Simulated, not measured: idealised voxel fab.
The following is a process module called voxel double patterning.
Square cells of 5 nm make up the cross-section cut, whose width is 210 nm.
Just so we're on the same page, the cross-sections are grids of square cells, and they're listed out in bands top to bottom, each band one or more rows deep.
The band entry comprises the height of the band's top followed by the height of its bottom, expressed in nm, and subsequently the band's materials from left to right, each stated together with its width in nm. Where a single material is marked with the word "everywhere", that material fills the band from edge to edge. The word "air" represents empty space.
Convention: height 0 is the level below which the wafer, as received, is all one material. The lowest band does not terminate at the bottom but continues downward, represented as "top 0, no bottom".
Read "30..40" as a graded width: first number on top, second number at the bottom, same change between each pair of neighbouring rows.
When a step is marked "nothing changed", none of the cells in the cross-section changed during that step.
In "Enclosed void inventory" the enclosed voids are listed, meaning empty spaces of 8 cells or larger without any opening to the top. The form is width x height at distance, distance from the left edge, units nm.
after a step's settings: what the simulator itself notes on the step
overlay nm: where the mask lay relative to plan, measured to the right, on steps with a mask; negatives go left.
Layout of what follows: cross-section pairs, each bracketing one process step, the after cross-section shown only to the lowest band that changed, the step between and its settings noted under each pair. Pairs may originate in different runs of this module on the same starting wafer; a pair continues from the pair above only where its entry headed "Pre-step" says so.

## Pre-step
	top 0, no bottom = Si everywhere
	Enclosed void inventory: none

## Section, Post-Step
	top 5, bottom 0 = SiO2 everywhere
	Everything under 0 stays put, no change at all.
	Enclosed void inventory: none
Step lying between the two cross-sections just above: CONFORMAL_DEP (material SiO2; thk nm 5)

Pre-step: taken from the pair above, after panel.

## Section, Post-Step
	top 25, bottom 5 = W everywhere
	Everything under 5 stays put, no change at all.
	Enclosed void inventory: none
Step lying between the two cross-sections just above: DIRECTIONAL_DEP (material W; thk nm 20)

Pre-step: taken from the pair above, after panel.

## Section, Post-Step
	top 35, bottom 25 = SiN everywhere
	Everything under 25 stays put, no change at all.
	Enclosed void inventory: none
Step lying between the two cross-sections just above: DIRECTIONAL_DEP (material SiN; thk nm 10)

Pre-step: taken from the pair above, after panel.

## Section, Post-Step
	top 45, bottom 35 = aC everywhere
	Everything under 35 stays put, no change at all.
	Enclosed void inventory: none
Step lying between the two cross-sections just above: DIRECTIONAL_DEP (material aC; thk nm 10)

Pre-step: taken from the pair above, after panel.

## Section, Post-Step
	top 75, bottom 45 = resist 70, air 15, resist 35, air 15, resist 75
	Everything under 45 stays put, no change at all.
	Enclosed void inventory: none
Step lying between the two cross-sections just above: PATTERN (tone open; mask id FIRST; material resist; width nm 15; pitch nm 50; thk nm 30; overlay nm 0)

Pre-step: taken from the pair above, after panel.

## Section, Post-Step
	top 65, bottom 45 = resist 70, air 15, resist 35, air 15, resist 75
	top 45, bottom 35 = aC 70, air 15, aC 35, air 15, aC 75
	Everything under 35 stays put, no change at all.
	Enclosed void inventory: none
Step lying between the two cross-sections just above: DIRECTIONAL_ETCH (etch materials aC; depth nm 10)

Pre-step: taken from the pair above, after panel.

## Section, Post-Step
	top 45, bottom 35 = aC 70, air 15, aC 35, air 15, aC 75
	Everything under 35 stays put, no change at all.
	Enclosed void inventory: none
Step lying between the two cross-sections just above: STRIP (etch materials resist)

Pre-step: taken from the pair above, after panel.

## Section, Post-Step
	top 45, bottom 35 = aC 70, air 15, aC 35, air 15, aC 75
	top 35, bottom 25 = SiN 70, air 15, SiN 35, air 15, SiN 75
	Everything under 25 stays put, no change at all.
	Enclosed void inventory: none
Step lying between the two cross-sections just above: DIRECTIONAL_ETCH (etch materials SiN; depth nm 10)

Pre-step: taken from the pair above, after panel.

## Section, Post-Step
	top 35, bottom 25 = SiN 70, air 15, SiN 35, air 15, SiN 75
	Everything under 25 stays put, no change at all.
	Enclosed void inventory: none
Step lying between the two cross-sections just above: STRIP (etch materials aC)

Pre-step: taken from the pair above, after panel.

## Section, Post-Step
	top 50, bottom 40 = aC 70, air 15, aC 35, air 15, aC 75
	top 40, bottom 35 = aC everywhere
	top 35, bottom 25 = SiN 70, aC 15, SiN 35, aC 15, SiN 75
	Everything under 25 stays put, no change at all.
	Enclosed void inventory: none
Step lying between the two cross-sections just above: DIRECTIONAL_DEP (material aC; thk nm 15)

Pre-step: taken from the pair above, after panel.

## Section, Post-Step
	top 85, bottom 50 = resist 95, air 15, resist 100
	top 50, bottom 40 = aC 70, resist 15, aC 35, resist 15, aC 75
	Everything under 40 stays put, no change at all.
	Enclosed void inventory: none
Step lying between the two cross-sections just above: PATTERN (tone open; mask id SECOND; material resist; width nm 15; thk nm 35; overlay nm 0)

Pre-step: taken from the pair above, after panel.

## Section, Post-Step
	top 70, bottom 50 = resist 95, air 15, resist 100
	top 50, bottom 40 = aC 70, resist 15, aC 10, air 15, aC 10, resist 15, aC 75
	top 40, bottom 35 = aC 95, air 15, aC 100
	Everything under 35 stays put, no change at all.
	Enclosed void inventory: none
Step lying between the two cross-sections just above: DIRECTIONAL_ETCH (etch materials aC; depth nm 15)

Pre-step: taken from the pair above, after panel.

## Section, Post-Step
	top 50, bottom 40 = aC 70, air 15, aC 10, air 15, aC 10, air 15, aC 75
	Everything under 40 stays put, no change at all.
	Enclosed void inventory: none
Step lying between the two cross-sections just above: STRIP (etch materials resist)

Pre-step: taken from the pair above, after panel.

## Section, Post-Step
	top 50, bottom 40 = aC 70, air 15, aC 10, air 15, aC 10, air 15, aC 75
	top 40, bottom 35 = aC 95, air 15, aC 100
	top 35, bottom 25 = SiN 70, aC 15, SiN 10, air 15, SiN 10, aC 15, SiN 75
	Everything under 25 stays put, no change at all.
	Enclosed void inventory: none
Step lying between the two cross-sections just above: DIRECTIONAL_ETCH (etch materials SiN; depth nm 10)

Pre-step: taken from the pair above, after panel.

## Section, Post-Step
	top 35, bottom 25 = SiN 70, air 15, SiN 10, air 15, SiN 10, air 15, SiN 75
	Everything under 25 stays put, no change at all.
	Enclosed void inventory: none
Step lying between the two cross-sections just above: STRIP (etch materials aC)

Pre-step: taken from the pair above, after panel.

## Section, Post-Step
	top 35, bottom 25 = SiN 70, air 15, SiN 10, air 15, SiN 10, air 15, SiN 75
	top 25, bottom 5 = W 70, air 15, W 10, air 15, W 10, air 15, W 75
	Everything under 5 stays put, no change at all.
	Enclosed void inventory: none
Step lying between the two cross-sections just above: DIRECTIONAL_ETCH (etch materials W; depth nm 20)

Pre-step: taken from the pair above, after panel.

## Section, Post-Step
	top 25, bottom 5 = W 70, air 15, W 10, air 15, W 10, air 15, W 75
	Everything under 5 stays put, no change at all.
	Enclosed void inventory: none
Step lying between the two cross-sections just above: STRIP (etch materials SiN)

## Pre-step
	top 0, no bottom = Si everywhere
	Enclosed void inventory: none

## Section, Post-Step
	top 20, bottom 0 = W everywhere
	Everything under 0 stays put, no change at all.
	Enclosed void inventory: none
Step lying between the two cross-sections just above: DIRECTIONAL_DEP (material W; thk nm 20)

Pre-step: taken from the pair above, after panel.

## Section, Post-Step
	top 30, bottom 20 = SiN everywhere
	Everything under 20 stays put, no change at all.
	Enclosed void inventory: none
Step lying between the two cross-sections just above: DIRECTIONAL_DEP (material SiN; thk nm 10)

Pre-step: taken from the pair above, after panel.

## Section, Post-Step
	top 40, bottom 30 = aC everywhere
	Everything under 30 stays put, no change at all.
	Enclosed void inventory: none
Step lying between the two cross-sections just above: DIRECTIONAL_DEP (material aC; thk nm 10)

Pre-step: taken from the pair above, after panel.

## Section, Post-Step
	top 70, bottom 40 = resist 70, air 15, resist 35, air 15, resist 75
	Everything under 40 stays put, no change at all.
	Enclosed void inventory: none
Step lying between the two cross-sections just above: PATTERN (tone open; mask id FIRST; material resist; width nm 15; pitch nm 50; thk nm 30; overlay nm 0)

Pre-step: taken from the pair above, after panel.

## Section, Post-Step
	top 60, bottom 40 = resist 70, air 15, resist 35, air 15, resist 75
	top 40, bottom 30 = aC 70, air 15, aC 35, air 15, aC 75
	Everything under 30 stays put, no change at all.
	Enclosed void inventory: none
Step lying between the two cross-sections just above: DIRECTIONAL_ETCH (etch materials aC; depth nm 10)

Pre-step: taken from the pair above, after panel.

## Section, Post-Step
	top 40, bottom 30 = aC 70, air 15, aC 35, air 15, aC 75
	Everything under 30 stays put, no change at all.
	Enclosed void inventory: none
Step lying between the two cross-sections just above: STRIP (etch materials resist)

Pre-step: taken from the pair above, after panel.

## Section, Post-Step
	top 40, bottom 30 = aC 70, air 15, aC 35, air 15, aC 75
	top 30, bottom 20 = SiN 70, air 15, SiN 35, air 15, SiN 75
	Everything under 20 stays put, no change at all.
	Enclosed void inventory: none
Step lying between the two cross-sections just above: DIRECTIONAL_ETCH (etch materials SiN; depth nm 10)

Pre-step: taken from the pair above, after panel.

## Section, Post-Step
	top 30, bottom 20 = SiN 70, air 15, SiN 35, air 15, SiN 75
	Everything under 20 stays put, no change at all.
	Enclosed void inventory: none
Step lying between the two cross-sections just above: STRIP (etch materials aC)

Pre-step: taken from the pair above, after panel.

## Section, Post-Step
	top 45, bottom 35 = aC 70, air 15, aC 35, air 15, aC 75
	top 35, bottom 30 = aC everywhere
	top 30, bottom 20 = SiN 70, aC 15, SiN 35, aC 15, SiN 75
	Everything under 20 stays put, no change at all.
	Enclosed void inventory: none
Step lying between the two cross-sections just above: DIRECTIONAL_DEP (material aC; thk nm 15)

Pre-step: taken from the pair above, after panel.

## Section, Post-Step
	top 80, bottom 45 = resist 95, air 15, resist 100
	top 45, bottom 35 = aC 70, resist 15, aC 35, resist 15, aC 75
	Everything under 35 stays put, no change at all.
	Enclosed void inventory: none
Step lying between the two cross-sections just above: PATTERN (tone open; mask id SECOND; material resist; width nm 15; thk nm 35; overlay nm 0)

Pre-step: taken from the pair above, after panel.

## Section, Post-Step
	top 65, bottom 45 = resist 95, air 15, resist 100
	top 45, bottom 35 = aC 70, resist 15, aC 10, air 15, aC 10, resist 15, aC 75
	top 35, bottom 30 = aC 95, air 15, aC 100
	Everything under 30 stays put, no change at all.
	Enclosed void inventory: none
Step lying between the two cross-sections just above: DIRECTIONAL_ETCH (etch materials aC; depth nm 15)

Pre-step: taken from the pair above, after panel.

## Section, Post-Step
	top 45, bottom 35 = aC 70, air 15, aC 10, air 15, aC 10, air 15, aC 75
	Everything under 35 stays put, no change at all.
	Enclosed void inventory: none
Step lying between the two cross-sections just above: STRIP (etch materials resist)

Pre-step: taken from the pair above, after panel.

## Section, Post-Step
	top 45, bottom 35 = aC 70, air 15, aC 10, air 15, aC 10, air 15, aC 75
	top 35, bottom 30 = aC 95, air 15, aC 100
	top 30, bottom 20 = SiN 70, aC 15, SiN 10, air 15, SiN 10, aC 15, SiN 75
	Everything under 20 stays put, no change at all.
	Enclosed void inventory: none
Step lying between the two cross-sections just above: DIRECTIONAL_ETCH (etch materials SiN; depth nm 10)

Pre-step: taken from the pair above, after panel.

## Section, Post-Step
	top 30, bottom 20 = SiN 70, air 15, SiN 10, air 15, SiN 10, air 15, SiN 75
	Everything under 20 stays put, no change at all.
	Enclosed void inventory: none
Step lying between the two cross-sections just above: STRIP (etch materials aC)

Pre-step: taken from the pair above, after panel.

## Section, Post-Step
	top 30, bottom 20 = SiN 70, air 15, SiN 10, air 15, SiN 10, air 15, SiN 75
	top 20, bottom 0 = W 70, air 15, W 10, air 15, W 10, air 15, W 75
	Everything under 0 stays put, no change at all.
	Enclosed void inventory: none
Step lying between the two cross-sections just above: DIRECTIONAL_ETCH (etch materials W; depth nm 20)

Pre-step: taken from the pair above, after panel.

## Section, Post-Step
	top 20, bottom 0 = W 70, air 15, W 10, air 15, W 10, air 15, W 75
	Everything under 0 stays put, no change at all.
	Enclosed void inventory: none
Step lying between the two cross-sections just above: STRIP (etch materials SiN)

## Pre-step
	top 25, bottom 5 = W everywhere
	top 5, bottom 0 = SiO2 everywhere
	top 0, no bottom = Si everywhere
	Enclosed void inventory: none

## Section, Post-Step
	top 45, bottom 5 = W everywhere
	Everything under 5 stays put, no change at all.
	Enclosed void inventory: none
Step lying between the two cross-sections just above: DIRECTIONAL_DEP (material W; thk nm 20)

Pre-step: taken from the pair above, after panel.

## Section, Post-Step
	top 55, bottom 45 = SiN everywhere
	Everything under 45 stays put, no change at all.
	Enclosed void inventory: none
Step lying between the two cross-sections just above: DIRECTIONAL_DEP (material SiN; thk nm 10)

Pre-step: taken from the pair above, after panel.

## Section, Post-Step
	top 65, bottom 55 = aC everywhere
	Everything under 55 stays put, no change at all.
	Enclosed void inventory: none
Step lying between the two cross-sections just above: DIRECTIONAL_DEP (material aC; thk nm 10)

Pre-step: taken from the pair above, after panel.

## Section, Post-Step
	top 95, bottom 65 = resist 70, air 15, resist 35, air 15, resist 75
	Everything under 65 stays put, no change at all.
	Enclosed void inventory: none
Step lying between the two cross-sections just above: PATTERN (tone open; mask id FIRST; material resist; width nm 15; pitch nm 50; thk nm 30; overlay nm 0)

Pre-step: taken from the pair above, after panel.

## Section, Post-Step
	top 85, bottom 65 = resist 70, air 15, resist 35, air 15, resist 75
	top 65, bottom 55 = aC 70, air 15, aC 35, air 15, aC 75
	Everything under 55 stays put, no change at all.
	Enclosed void inventory: none
Step lying between the two cross-sections just above: DIRECTIONAL_ETCH (etch materials aC; depth nm 10)

Pre-step: taken from the pair above, after panel.

## Section, Post-Step
	top 65, bottom 55 = aC 70, air 15, aC 35, air 15, aC 75
	Everything under 55 stays put, no change at all.
	Enclosed void inventory: none
Step lying between the two cross-sections just above: STRIP (etch materials resist)

Pre-step: taken from the pair above, after panel.

## Section, Post-Step
	top 65, bottom 55 = aC 70, air 15, aC 35, air 15, aC 75
	top 55, bottom 45 = SiN 70, air 15, SiN 35, air 15, SiN 75
	Everything under 45 stays put, no change at all.
	Enclosed void inventory: none
Step lying between the two cross-sections just above: DIRECTIONAL_ETCH (etch materials SiN; depth nm 10)

Pre-step: taken from the pair above, after panel.

## Section, Post-Step
	top 55, bottom 45 = SiN 70, air 15, SiN 35, air 15, SiN 75
	Everything under 45 stays put, no change at all.
	Enclosed void inventory: none
Step lying between the two cross-sections just above: STRIP (etch materials aC)

Pre-step: taken from the pair above, after panel.

## Section, Post-Step
	top 70, bottom 60 = aC 70, air 15, aC 35, air 15, aC 75
	top 60, bottom 55 = aC everywhere
	top 55, bottom 45 = SiN 70, aC 15, SiN 35, aC 15, SiN 75
	Everything under 45 stays put, no change at all.
	Enclosed void inventory: none
Step lying between the two cross-sections just above: DIRECTIONAL_DEP (material aC; thk nm 15)

Pre-step: taken from the pair above, after panel.

## Section, Post-Step
	top 105, bottom 70 = resist 95, air 15, resist 100
	top 70, bottom 60 = aC 70, resist 15, aC 35, resist 15, aC 75
	Everything under 60 stays put, no change at all.
	Enclosed void inventory: none
Step lying between the two cross-sections just above: PATTERN (tone open; mask id SECOND; material resist; width nm 15; thk nm 35; overlay nm 0)

Pre-step: taken from the pair above, after panel.

## Section, Post-Step
	top 90, bottom 70 = resist 95, air 15, resist 100
	top 70, bottom 60 = aC 70, resist 15, aC 10, air 15, aC 10, resist 15, aC 75
	top 60, bottom 55 = aC 95, air 15, aC 100
	Everything under 55 stays put, no change at all.
	Enclosed void inventory: none
Step lying between the two cross-sections just above: DIRECTIONAL_ETCH (etch materials aC; depth nm 15)

Pre-step: taken from the pair above, after panel.

## Section, Post-Step
	top 70, bottom 60 = aC 70, air 15, aC 10, air 15, aC 10, air 15, aC 75
	Everything under 60 stays put, no change at all.
	Enclosed void inventory: none
Step lying between the two cross-sections just above: STRIP (etch materials resist)

Pre-step: taken from the pair above, after panel.

## Section, Post-Step
	top 70, bottom 60 = aC 70, air 15, aC 10, air 15, aC 10, air 15, aC 75
	top 60, bottom 55 = aC 95, air 15, aC 100
	top 55, bottom 45 = SiN 70, aC 15, SiN 10, air 15, SiN 10, aC 15, SiN 75
	Everything under 45 stays put, no change at all.
	Enclosed void inventory: none
Step lying between the two cross-sections just above: DIRECTIONAL_ETCH (etch materials SiN; depth nm 10)

Pre-step: taken from the pair above, after panel.

## Section, Post-Step
	top 55, bottom 45 = SiN 70, air 15, SiN 10, air 15, SiN 10, air 15, SiN 75
	Everything under 45 stays put, no change at all.
	Enclosed void inventory: none
Step lying between the two cross-sections just above: STRIP (etch materials aC)

Pre-step: taken from the pair above, after panel.

## Section, Post-Step
	top 55, bottom 45 = SiN 70, air 15, SiN 10, air 15, SiN 10, air 15, SiN 75
	top 45, bottom 25 = W 70, air 15, W 10, air 15, W 10, air 15, W 75
	Everything under 25 stays put, no change at all.
	Enclosed void inventory: none
Step lying between the two cross-sections just above: DIRECTIONAL_ETCH (etch materials W; depth nm 20)

Pre-step: taken from the pair above, after panel.

## Section, Post-Step
	top 45, bottom 25 = W 70, air 15, W 10, air 15, W 10, air 15, W 75
	Everything under 25 stays put, no change at all.
	Enclosed void inventory: none
Step lying between the two cross-sections just above: STRIP (etch materials SiN)

## Pre-step
	top 20, bottom 0 = W everywhere
	top 0, no bottom = Si everywhere
	Enclosed void inventory: none

## Section, Post-Step
	top 25, bottom 20 = SiO2 everywhere
	Everything under 20 stays put, no change at all.
	Enclosed void inventory: none
Step lying between the two cross-sections just above: CONFORMAL_DEP (material SiO2; thk nm 5)

Pre-step: taken from the pair above, after panel.

## Section, Post-Step
	top 35, bottom 25 = SiN everywhere
	Everything under 25 stays put, no change at all.
	Enclosed void inventory: none
Step lying between the two cross-sections just above: DIRECTIONAL_DEP (material SiN; thk nm 10)

Pre-step: taken from the pair above, after panel.

## Section, Post-Step
	top 45, bottom 35 = aC everywhere
	Everything under 35 stays put, no change at all.
	Enclosed void inventory: none
Step lying between the two cross-sections just above: DIRECTIONAL_DEP (material aC; thk nm 10)

Pre-step: taken from the pair above, after panel.

## Section, Post-Step
	top 75, bottom 45 = resist 70, air 15, resist 35, air 15, resist 75
	Everything under 45 stays put, no change at all.
	Enclosed void inventory: none
Step lying between the two cross-sections just above: PATTERN (tone open; mask id FIRST; material resist; width nm 15; pitch nm 50; thk nm 30; overlay nm 0)

Pre-step: taken from the pair above, after panel.

## Section, Post-Step
	top 65, bottom 45 = resist 70, air 15, resist 35, air 15, resist 75
	top 45, bottom 35 = aC 70, air 15, aC 35, air 15, aC 75
	Everything under 35 stays put, no change at all.
	Enclosed void inventory: none
Step lying between the two cross-sections just above: DIRECTIONAL_ETCH (etch materials aC; depth nm 10)

Pre-step: taken from the pair above, after panel.

## Section, Post-Step
	top 45, bottom 35 = aC 70, air 15, aC 35, air 15, aC 75
	Everything under 35 stays put, no change at all.
	Enclosed void inventory: none
Step lying between the two cross-sections just above: STRIP (etch materials resist)

Pre-step: taken from the pair above, after panel.

## Section, Post-Step
	top 45, bottom 35 = aC 70, air 15, aC 35, air 15, aC 75
	top 35, bottom 25 = SiN 70, air 15, SiN 35, air 15, SiN 75
	Everything under 25 stays put, no change at all.
	Enclosed void inventory: none
Step lying between the two cross-sections just above: DIRECTIONAL_ETCH (etch materials SiN; depth nm 10)

Pre-step: taken from the pair above, after panel.

## Section, Post-Step
	top 35, bottom 25 = SiN 70, air 15, SiN 35, air 15, SiN 75
	Everything under 25 stays put, no change at all.
	Enclosed void inventory: none
Step lying between the two cross-sections just above: STRIP (etch materials aC)

Pre-step: taken from the pair above, after panel.

## Section, Post-Step
	top 50, bottom 40 = aC 70, air 15, aC 35, air 15, aC 75
	top 40, bottom 35 = aC everywhere
	top 35, bottom 25 = SiN 70, aC 15, SiN 35, aC 15, SiN 75
	Everything under 25 stays put, no change at all.
	Enclosed void inventory: none
Step lying between the two cross-sections just above: DIRECTIONAL_DEP (material aC; thk nm 15)

Pre-step: taken from the pair above, after panel.

## Section, Post-Step
	top 85, bottom 50 = resist 95, air 15, resist 100
	top 50, bottom 40 = aC 70, resist 15, aC 35, resist 15, aC 75
	Everything under 40 stays put, no change at all.
	Enclosed void inventory: none
Step lying between the two cross-sections just above: PATTERN (tone open; mask id SECOND; material resist; width nm 15; thk nm 35; overlay nm 0)

Pre-step: taken from the pair above, after panel.

## Section, Post-Step
	top 70, bottom 50 = resist 95, air 15, resist 100
	top 50, bottom 40 = aC 70, resist 15, aC 10, air 15, aC 10, resist 15, aC 75
	top 40, bottom 35 = aC 95, air 15, aC 100
	Everything under 35 stays put, no change at all.
	Enclosed void inventory: none
Step lying between the two cross-sections just above: DIRECTIONAL_ETCH (etch materials aC; depth nm 15)

Pre-step: taken from the pair above, after panel.

## Section, Post-Step
	top 50, bottom 40 = aC 70, air 15, aC 10, air 15, aC 10, air 15, aC 75
	Everything under 40 stays put, no change at all.
	Enclosed void inventory: none
Step lying between the two cross-sections just above: STRIP (etch materials resist)

Pre-step: taken from the pair above, after panel.

## Section, Post-Step
	top 50, bottom 40 = aC 70, air 15, aC 10, air 15, aC 10, air 15, aC 75
	top 40, bottom 35 = aC 95, air 15, aC 100
	top 35, bottom 25 = SiN 70, aC 15, SiN 10, air 15, SiN 10, aC 15, SiN 75
	Everything under 25 stays put, no change at all.
	Enclosed void inventory: none
Step lying between the two cross-sections just above: DIRECTIONAL_ETCH (etch materials SiN; depth nm 10)

Pre-step: taken from the pair above, after panel.

## Section, Post-Step
	top 35, bottom 25 = SiN 70, air 15, SiN 10, air 15, SiN 10, air 15, SiN 75
	Everything under 25 stays put, no change at all.
	Enclosed void inventory: none
Step lying between the two cross-sections just above: STRIP (etch materials aC)

Pre-step: taken from the pair above, after panel.

## Section, Post-Step
	top 25, bottom 20 = SiO2 everywhere
	Everything under 20 stays put, no change at all.
	Enclosed void inventory: none
Step lying between the two cross-sections just above: STRIP (etch materials SiN)

## Pre-step
	top 5, bottom 0 = SiO2 everywhere
	top 0, no bottom = Si everywhere
	Enclosed void inventory: none

## Section, Post-Step
	top 15, bottom 5 = W everywhere
	Everything under 5 stays put, no change at all.
	Enclosed void inventory: none
Step lying between the two cross-sections just above: DIRECTIONAL_DEP (material W; thk nm 10)

Pre-step: taken from the pair above, after panel.

## Section, Post-Step
	top 25, bottom 15 = SiN everywhere
	Everything under 15 stays put, no change at all.
	Enclosed void inventory: none
Step lying between the two cross-sections just above: DIRECTIONAL_DEP (material SiN; thk nm 10)

Pre-step: taken from the pair above, after panel.

## Section, Post-Step
	top 35, bottom 25 = aC everywhere
	Everything under 25 stays put, no change at all.
	Enclosed void inventory: none
Step lying between the two cross-sections just above: DIRECTIONAL_DEP (material aC; thk nm 10)

Pre-step: taken from the pair above, after panel.

## Section, Post-Step
	top 65, bottom 35 = resist 70, air 15, resist 35, air 15, resist 75
	Everything under 35 stays put, no change at all.
	Enclosed void inventory: none
Step lying between the two cross-sections just above: PATTERN (tone open; mask id FIRST; material resist; width nm 15; pitch nm 50; thk nm 30; overlay nm 0)

Pre-step: taken from the pair above, after panel.

## Section, Post-Step
	top 55, bottom 35 = resist 70, air 15, resist 35, air 15, resist 75
	top 35, bottom 25 = aC 70, air 15, aC 35, air 15, aC 75
	Everything under 25 stays put, no change at all.
	Enclosed void inventory: none
Step lying between the two cross-sections just above: DIRECTIONAL_ETCH (etch materials aC; depth nm 10)

Pre-step: taken from the pair above, after panel.

## Section, Post-Step
	top 35, bottom 25 = aC 70, air 15, aC 35, air 15, aC 75
	Everything under 25 stays put, no change at all.
	Enclosed void inventory: none
Step lying between the two cross-sections just above: STRIP (etch materials resist)

Pre-step: taken from the pair above, after panel.

## Section, Post-Step
	top 35, bottom 25 = aC 70, air 15, aC 35, air 15, aC 75
	top 25, bottom 15 = SiN 70, air 15, SiN 35, air 15, SiN 75
	Everything under 15 stays put, no change at all.
	Enclosed void inventory: none
Step lying between the two cross-sections just above: DIRECTIONAL_ETCH (etch materials SiN; depth nm 10)

Pre-step: taken from the pair above, after panel.

## Section, Post-Step
	top 25, bottom 15 = SiN 70, air 15, SiN 35, air 15, SiN 75
	Everything under 15 stays put, no change at all.
	Enclosed void inventory: none
Step lying between the two cross-sections just above: STRIP (etch materials aC)

Pre-step: taken from the pair above, after panel.

## Section, Post-Step
	top 40, bottom 30 = aC 70, air 15, aC 35, air 15, aC 75
	top 30, bottom 25 = aC everywhere
	top 25, bottom 15 = SiN 70, aC 15, SiN 35, aC 15, SiN 75
	Everything under 15 stays put, no change at all.
	Enclosed void inventory: none
Step lying between the two cross-sections just above: DIRECTIONAL_DEP (material aC; thk nm 15)

Pre-step: taken from the pair above, after panel.

## Section, Post-Step
	top 75, bottom 40 = resist 95, air 15, resist 100
	top 40, bottom 30 = aC 70, resist 15, aC 35, resist 15, aC 75
	Everything under 30 stays put, no change at all.
	Enclosed void inventory: none
Step lying between the two cross-sections just above: PATTERN (tone open; mask id SECOND; material resist; width nm 15; thk nm 35; overlay nm 0)

Pre-step: taken from the pair above, after panel.

## Section, Post-Step
	top 60, bottom 40 = resist 95, air 15, resist 100
	top 40, bottom 30 = aC 70, resist 15, aC 10, air 15, aC 10, resist 15, aC 75
	top 30, bottom 25 = aC 95, air 15, aC 100
	Everything under 25 stays put, no change at all.
	Enclosed void inventory: none
Step lying between the two cross-sections just above: DIRECTIONAL_ETCH (etch materials aC; depth nm 15)

Pre-step: taken from the pair above, after panel.

## Section, Post-Step
	top 40, bottom 30 = aC 70, air 15, aC 10, air 15, aC 10, air 15, aC 75
	Everything under 30 stays put, no change at all.
	Enclosed void inventory: none
Step lying between the two cross-sections just above: STRIP (etch materials resist)

Pre-step: taken from the pair above, after panel.

## Section, Post-Step
	top 40, bottom 30 = aC 70, air 15, aC 10, air 15, aC 10, air 15, aC 75
	top 30, bottom 25 = aC 95, air 15, aC 100
	top 25, bottom 15 = SiN 70, aC 15, SiN 10, air 15, SiN 10, aC 15, SiN 75
	Everything under 15 stays put, no change at all.
	Enclosed void inventory: none
Step lying between the two cross-sections just above: DIRECTIONAL_ETCH (etch materials SiN; depth nm 10)

Pre-step: taken from the pair above, after panel.

## Section, Post-Step
	top 25, bottom 15 = SiN 70, air 15, SiN 10, air 15, SiN 10, air 15, SiN 75
	Everything under 15 stays put, no change at all.
	Enclosed void inventory: none
Step lying between the two cross-sections just above: STRIP (etch materials aC)

Pre-step: taken from the pair above, after panel.

## Section, Post-Step
	top 25, bottom 15 = SiN 70, air 15, SiN 10, air 15, SiN 10, air 15, SiN 75
	top 15, bottom 5 = W 70, air 15, W 10, air 15, W 10, air 15, W 75
	Everything under 5 stays put, no change at all.
	Enclosed void inventory: none
Step lying between the two cross-sections just above: DIRECTIONAL_ETCH (etch materials W; depth nm 20)

Pre-step: taken from the pair above, after panel.

## Section, Post-Step
	top 15, bottom 5 = W 70, air 15, W 10, air 15, W 10, air 15, W 75
	Everything under 5 stays put, no change at all.
	Enclosed void inventory: none
Step lying between the two cross-sections just above: STRIP (etch materials SiN)

## Pre-step
	top 45, bottom 35 = aC everywhere
	top 35, bottom 25 = SiN everywhere
	top 25, bottom 5 = W everywhere
	top 5, bottom 0 = SiO2 everywhere
	top 0, no bottom = Si everywhere
	Enclosed void inventory: none

## Section, Post-Step
	top 75, bottom 45 = resist 70, air 20, resist 30, air 20, resist 70
	Everything under 45 stays put, no change at all.
	Enclosed void inventory: none
Step lying between the two cross-sections just above: PATTERN (tone open; mask id FIRST; material resist; width nm 20; pitch nm 50; thk nm 30; overlay nm 0)

Pre-step: taken from the pair above, after panel.

## Section, Post-Step
	top 65, bottom 45 = resist 70, air 20, resist 30, air 20, resist 70
	top 45, bottom 35 = aC 70, air 20, aC 30, air 20, aC 70
	Everything under 35 stays put, no change at all.
	Enclosed void inventory: none
Step lying between the two cross-sections just above: DIRECTIONAL_ETCH (etch materials aC; depth nm 10)

Pre-step: taken from the pair above, after panel.

## Section, Post-Step
	top 45, bottom 35 = aC 70, air 20, aC 30, air 20, aC 70
	Everything under 35 stays put, no change at all.
	Enclosed void inventory: none
Step lying between the two cross-sections just above: STRIP (etch materials resist)

Pre-step: taken from the pair above, after panel.

## Section, Post-Step
	top 45, bottom 35 = aC 70, air 20, aC 30, air 20, aC 70
	top 35, bottom 25 = SiN 70, air 20, SiN 30, air 20, SiN 70
	Everything under 25 stays put, no change at all.
	Enclosed void inventory: none
Step lying between the two cross-sections just above: DIRECTIONAL_ETCH (etch materials SiN; depth nm 10)

Pre-step: taken from the pair above, after panel.

## Section, Post-Step
	top 35, bottom 25 = SiN 70, air 20, SiN 30, air 20, SiN 70
	Everything under 25 stays put, no change at all.
	Enclosed void inventory: none
Step lying between the two cross-sections just above: STRIP (etch materials aC)

Pre-step: taken from the pair above, after panel.

## Section, Post-Step
	top 50, bottom 40 = aC 70, air 20, aC 30, air 20, aC 70
	top 40, bottom 35 = aC everywhere
	top 35, bottom 25 = SiN 70, aC 20, SiN 30, aC 20, SiN 70
	Everything under 25 stays put, no change at all.
	Enclosed void inventory: none
Step lying between the two cross-sections just above: DIRECTIONAL_DEP (material aC; thk nm 15)

Pre-step: taken from the pair above, after panel.

## Section, Post-Step
	top 85, bottom 50 = resist 95, air 15, resist 100
	top 50, bottom 40 = aC 70, resist 20, aC 30, resist 20, aC 70
	Everything under 40 stays put, no change at all.
	Enclosed void inventory: none
Step lying between the two cross-sections just above: PATTERN (tone open; mask id SECOND; material resist; width nm 15; thk nm 35; overlay nm 0)

Pre-step: taken from the pair above, after panel.

## Section, Post-Step
	top 70, bottom 50 = resist 95, air 15, resist 100
	top 50, bottom 40 = aC 70, resist 20, aC 5, air 15, aC 10, resist 20, aC 70
	top 40, bottom 35 = aC 95, air 15, aC 100
	Everything under 35 stays put, no change at all.
	Enclosed void inventory: none
Step lying between the two cross-sections just above: DIRECTIONAL_ETCH (etch materials aC; depth nm 15)

Pre-step: taken from the pair above, after panel.

## Section, Post-Step
	top 50, bottom 40 = aC 70, air 20, aC 5, air 15, aC 10, air 20, aC 70
	Everything under 40 stays put, no change at all.
	Enclosed void inventory: none
Step lying between the two cross-sections just above: STRIP (etch materials resist)

Pre-step: taken from the pair above, after panel.

## Section, Post-Step
	top 50, bottom 40 = aC 70, air 20, aC 5, air 15, aC 10, air 20, aC 70
	top 40, bottom 35 = aC 95, air 15, aC 100
	top 35, bottom 25 = SiN 70, aC 20, SiN 5, air 15, SiN 10, aC 20, SiN 70
	Everything under 25 stays put, no change at all.
	Enclosed void inventory: none
Step lying between the two cross-sections just above: DIRECTIONAL_ETCH (etch materials SiN; depth nm 10)

Pre-step: taken from the pair above, after panel.

## Section, Post-Step
	top 35, bottom 25 = SiN 70, air 20, SiN 5, air 15, SiN 10, air 20, SiN 70
	Everything under 25 stays put, no change at all.
	Enclosed void inventory: none
Step lying between the two cross-sections just above: STRIP (etch materials aC)
